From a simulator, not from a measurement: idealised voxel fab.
process module | voxel capacitor over wiring
cross-section cut | 200 nm wide | cells 5 nm
A cross-section is a grid of square cells, given in bands from the top down. A band is one or more rows of cells.
Each band's line starts with the height of the band's top and of its bottom, in nm. Then come its materials from left to right, each with its width in nm. One material with "throughout" fills the band from edge to edge. "air" is empty space.
Height 0 is the level under which the wafer as received is all one material. The lowest band goes on downwards, as in "0 down".
A width such as "30 to 40" changes by the same amount from each row of cells to the next, from the band's top row to its bottom row.
"no change" after a step means that no cell of the cross-section changed.
closed voids: empty space of 8 cells or more with no open way to the top, each as width x height at its distance from the left edge, in nm
after a step's settings: what the simulator itself notes on the step
overlay nm, on a step with a mask: how far to the right of its planned place the mask lay; to the left if negative
plan
1 op RECEIVE | material Si
2 op CONFORMAL_DEP | material SiO2 | thk nm 10
3 op DIRECTIONAL_DEP | material TiN | thk nm 5
4 op DIRECTIONAL_DEP | material W | thk nm 15
5 op MASKED_ETCH | tone cover | mask id METAL_1 | width nm 30 | pitch nm 90 | etch materials W | depth nm 15 | overlay nm 0
6 op MASKED_ETCH | tone cover | mask id METAL_1 | width nm 30 | pitch nm 90 | etch materials TiN | depth nm 5 | overlay nm 0
7 op CONFORMAL_DEP | material SiCN | thk nm 5
8 op FILL_DEP | material lowk | thk nm 10
9 op CMP | height nm 30
10 op CONFORMAL_DEP | material SiCN | thk nm 5
11 op DIRECTIONAL_DEP | material lowk | thk nm 10
12 op PATTERN | tone open | mask id PLUG_1 | material resist | width nm 15 | thk nm 15 | overlay nm 0
13 op DIRECTIONAL_ETCH | etch materials lowk | depth nm 10
14 op DIRECTIONAL_ETCH | etch materials SiCN | depth nm 5
15 op STRIP | etch materials resist
16 op EPI | material Ru | thk nm 10
17 op EPI | material Ru | thk nm 5
18 op DIRECTIONAL_DEP | material TiN | thk nm 5
19 op DIRECTIONAL_DEP | material HfO2 | thk nm 5
20 op DIRECTIONAL_DEP | material TiN | thk nm 10
21 op DIRECTIONAL_DEP | material aC | thk nm 10
22 op PATTERN | tone cover | mask id UPPER_PLATE | material resist | width nm 65 | thk nm 25 | overlay nm 0
23 op DIRECTIONAL_ETCH | etch materials aC | depth nm 10
24 op STRIP | etch materials resist
25 op DIRECTIONAL_ETCH | etch materials TiN | depth nm 10
26 op DIRECTIONAL_ETCH | etch materials HfO2 | depth nm 5
27 op STRIP | etch materials aC
28 op PATTERN | tone cover | mask id LOWER_PLATE | material resist | width nm 75 | thk nm 20 | overlay nm 0
29 op DIRECTIONAL_ETCH | etch materials TiN | depth nm 5
30 op STRIP | etch materials resist
31 op FILL_DEP | material SiO2 | thk nm 20
32 op CMP | height nm 80
33 op DIRECTIONAL_DEP | material aC | thk nm 10
34 op PATTERN | tone open | mask id PLUG_2 | material resist | width nm 15 | thk nm 30 | overlay nm 0
35 op DIRECTIONAL_ETCH | etch materials aC | depth nm 10
36 op STRIP | etch materials resist
37 op DIRECTIONAL_ETCH | etch materials SiO2 | depth nm 15
38 op STRIP | etch materials aC
39 op CONFORMAL_DEP | material TiN | thk nm 5
40 op FILL_DEP | material Cu | thk nm 5
41 op CMP | height nm 80
42 op CONFORMAL_DEP | material SiCN | thk nm 5
first wafer, as planned
as received, after step 1
  0 down: Si throughout
  closed voids: none
after step 2
  10 to 0: SiO2 throughout
  below 0: unchanged
after step 3
  15 to 10: TiN throughout
  below 10: unchanged
after step 4
  30 to 15: W throughout
  below 15: unchanged
after step 5
  30 to 15: air 40 | W 30 | air 60 | W 30 | air 40
  below 15: unchanged
after step 6
  30 to 15: air 40 | W 30 | air 60 | W 30 | air 40
  15 to 10: air 40 | TiN 30 | air 60 | TiN 30 | air 40
  below 10: unchanged
after step 7
  35 to 30: air 35 | SiCN 40 | air 50 | SiCN 40 | air 35
  30 to 15: air 35 | SiCN 5 | W 30 | SiCN 5 | air 50 | SiCN 5 | W 30 | SiCN 5 | air 35
  15 to 10: SiCN 40 | TiN 30 | SiCN 60 | TiN 30 | SiCN 40
  below 10: unchanged
after step 8
  45 to 35: lowk throughout
  35 to 30: lowk 35 | SiCN 40 | lowk 50 | SiCN 40 | lowk 35
  30 to 15: lowk 35 | SiCN 5 | W 30 | SiCN 5 | lowk 50 | SiCN 5 | W 30 | SiCN 5 | lowk 35
  below 15: unchanged
after step 9
  30 to 15: lowk 35 | SiCN 5 | W 30 | SiCN 5 | lowk 50 | SiCN 5 | W 30 | SiCN 5 | lowk 35
  below 15: unchanged
after step 10
  35 to 30: SiCN throughout
  below 30: unchanged
after step 11
  45 to 35: lowk throughout
  below 35: unchanged
after step 12
  60 to 45: resist 55 | air 15 | resist 130
  below 45: unchanged
after step 13
  60 to 45: resist 55 | air 15 | resist 130
  45 to 35: lowk 55 | air 15 | lowk 130
  below 35: unchanged
after step 14
  60 to 45: resist 55 | air 15 | resist 130
  45 to 35: lowk 55 | air 15 | lowk 130
  35 to 30: SiCN 55 | air 15 | SiCN 130
  below 30: unchanged
after step 15
  45 to 35: lowk 55 | air 15 | lowk 130
  below 35: unchanged
after step 16
  45 to 40: lowk 55 | air 15 | lowk 130
  40 to 35: lowk 55 | Ru 15 | lowk 130
  35 to 30: SiCN 55 | Ru 15 | SiCN 130
  below 30: unchanged
after step 17
  45 to 35: lowk 55 | Ru 15 | lowk 130
  below 35: unchanged
after step 18
  50 to 45: TiN throughout
  below 45: unchanged
after step 19
  55 to 50: HfO2 throughout
  below 50: unchanged
after step 20
  65 to 55: TiN throughout
  below 55: unchanged
after step 21
  75 to 65: aC throughout
  below 65: unchanged
after step 22
  100 to 75: air 55 | resist 65 | air 80
  below 75: unchanged
after step 23
  90 to 75: air 55 | resist 65 | air 80
  75 to 65: air 55 | aC 65 | air 80
  below 65: unchanged
after step 24
  75 to 65: air 55 | aC 65 | air 80
  below 65: unchanged
after step 25
  75 to 65: air 55 | aC 65 | air 80
  65 to 55: air 55 | TiN 65 | air 80
  below 55: unchanged
after step 26
  75 to 65: air 55 | aC 65 | air 80
  65 to 55: air 55 | TiN 65 | air 80
  55 to 50: air 55 | HfO2 65 | air 80
  below 50: unchanged
after step 27
  65 to 55: air 55 | TiN 65 | air 80
  below 55: unchanged
after step 28
  85 to 65: air 50 | resist 75 | air 75
  65 to 55: air 50 | resist 5 | TiN 65 | resist 5 | air 75
  55 to 50: air 50 | resist 5 | HfO2 65 | resist 5 | air 75
  below 50: unchanged
after step 29
  85 to 65: air 50 | resist 75 | air 75
  65 to 55: air 50 | resist 5 | TiN 65 | resist 5 | air 75
  55 to 50: air 50 | resist 5 | HfO2 65 | resist 5 | air 75
  50 to 45: air 50 | TiN 75 | air 75
  below 45: unchanged
after step 30
  65 to 55: air 55 | TiN 65 | air 80
  55 to 50: air 55 | HfO2 65 | air 80
  below 50: unchanged
after step 31
  85 to 65: SiO2 throughout
  65 to 55: SiO2 55 | TiN 65 | SiO2 80
  55 to 50: SiO2 55 | HfO2 65 | SiO2 80
  50 to 45: SiO2 50 | TiN 75 | SiO2 75
  below 45: unchanged
after step 32
  80 to 65: SiO2 throughout
  below 65: unchanged
after step 33
  90 to 80: aC throughout
  below 80: unchanged
after step 34
  120 to 90: resist 65 | air 15 | resist 120
  below 90: unchanged
after step 35
  110 to 90: resist 65 | air 15 | resist 120
  90 to 80: aC 65 | air 15 | aC 120
  below 80: unchanged
after step 36
  90 to 80: aC 65 | air 15 | aC 120
  below 80: unchanged
after step 37
  90 to 80: aC 65 | air 15 | aC 120
  80 to 65: SiO2 65 | air 15 | SiO2 120
  below 65: unchanged
after step 38
  80 to 65: SiO2 65 | air 15 | SiO2 120
  below 65: unchanged
after step 39
  85 to 80: TiN 70 | air 5 | TiN 125
  80 to 70: SiO2 65 | TiN 5 | air 5 | TiN 5 | SiO2 120
  70 to 65: SiO2 65 | TiN 15 | SiO2 120
  below 65: unchanged
after step 40
  90 to 85: Cu throughout
  85 to 80: TiN 70 | Cu 5 | TiN 125
  80 to 70: SiO2 65 | TiN 5 | Cu 5 | TiN 5 | SiO2 120
  below 70: unchanged
after step 41
  80 to 70: SiO2 65 | TiN 5 | Cu 5 | TiN 5 | SiO2 120
  below 70: unchanged
after step 42
  85 to 80: SiCN throughout
  below 80: unchanged
second wafer: like start, like plan, one mistake. Through step 27 it matches the first wafer
when step 28 should have ended
  85 to 65: air 55 | resist 70 | air 75
  65 to 55: air 55 | TiN 65 | resist 5 | air 75
  55 to 50: air 55 | HfO2 65 | resist 5 | air 75
  below 50: unchanged
when step 29 should have ended
  85 to 65: air 55 | resist 70 | air 75
  65 to 55: air 55 | TiN 65 | resist 5 | air 75
  55 to 50: air 55 | HfO2 65 | resist 5 | air 75
  50 to 45: air 55 | TiN 70 | air 75
  below 45: unchanged
when step 30 should have ended
  65 to 55: air 55 | TiN 65 | air 80
  55 to 50: air 55 | HfO2 65 | air 80
  below 50: unchanged
when step 31 should have ended
  85 to 65: SiO2 throughout
  65 to 55: SiO2 55 | TiN 65 | SiO2 80
  55 to 50: SiO2 55 | HfO2 65 | SiO2 80
  50 to 45: SiO2 55 | TiN 70 | SiO2 75
  below 45: unchanged
when step 32 should have ended
  80 to 65: SiO2 throughout
  below 65: unchanged
when step 33 should have ended
  90 to 80: aC throughout
  below 80: unchanged
when step 34 should have ended
  120 to 90: resist 65 | air 15 | resist 120
  below 90: unchanged
when step 35 should have ended
  110 to 90: resist 65 | air 15 | resist 120
  90 to 80: aC 65 | air 15 | aC 120
  below 80: unchanged
when step 36 should have ended
  90 to 80: aC 65 | air 15 | aC 120
  below 80: unchanged
when step 37 should have ended
  90 to 80: aC 65 | air 15 | aC 120
  80 to 65: SiO2 65 | air 15 | SiO2 120
  below 65: unchanged
when step 38 should have ended
  80 to 65: SiO2 65 | air 15 | SiO2 120
  below 65: unchanged
when step 39 should have ended
  85 to 80: TiN 70 | air 5 | TiN 125
  80 to 70: SiO2 65 | TiN 5 | air 5 | TiN 5 | SiO2 120
  70 to 65: SiO2 65 | TiN 15 | SiO2 120
  below 65: unchanged
when step 40 should have ended
  90 to 85: Cu throughout
  85 to 80: TiN 70 | Cu 5 | TiN 125
  80 to 70: SiO2 65 | TiN 5 | Cu 5 | TiN 5 | SiO2 120
  below 70: unchanged
when step 41 should have ended
  80 to 70: SiO2 65 | TiN 5 | Cu 5 | TiN 5 | SiO2 120
  below 70: unchanged
when step 42 should have ended
  85 to 80: SiCN throughout
  below 80: unchanged
what went wrong: step 28 ran as: op PATTERN | tone cover | mask id LOWER_PLATE | material resist | width nm 70 | thk nm 20 | overlay nm 0
at the end the second wafer has, in cells: 1 more of SiO2 | 1 fewer of TiN
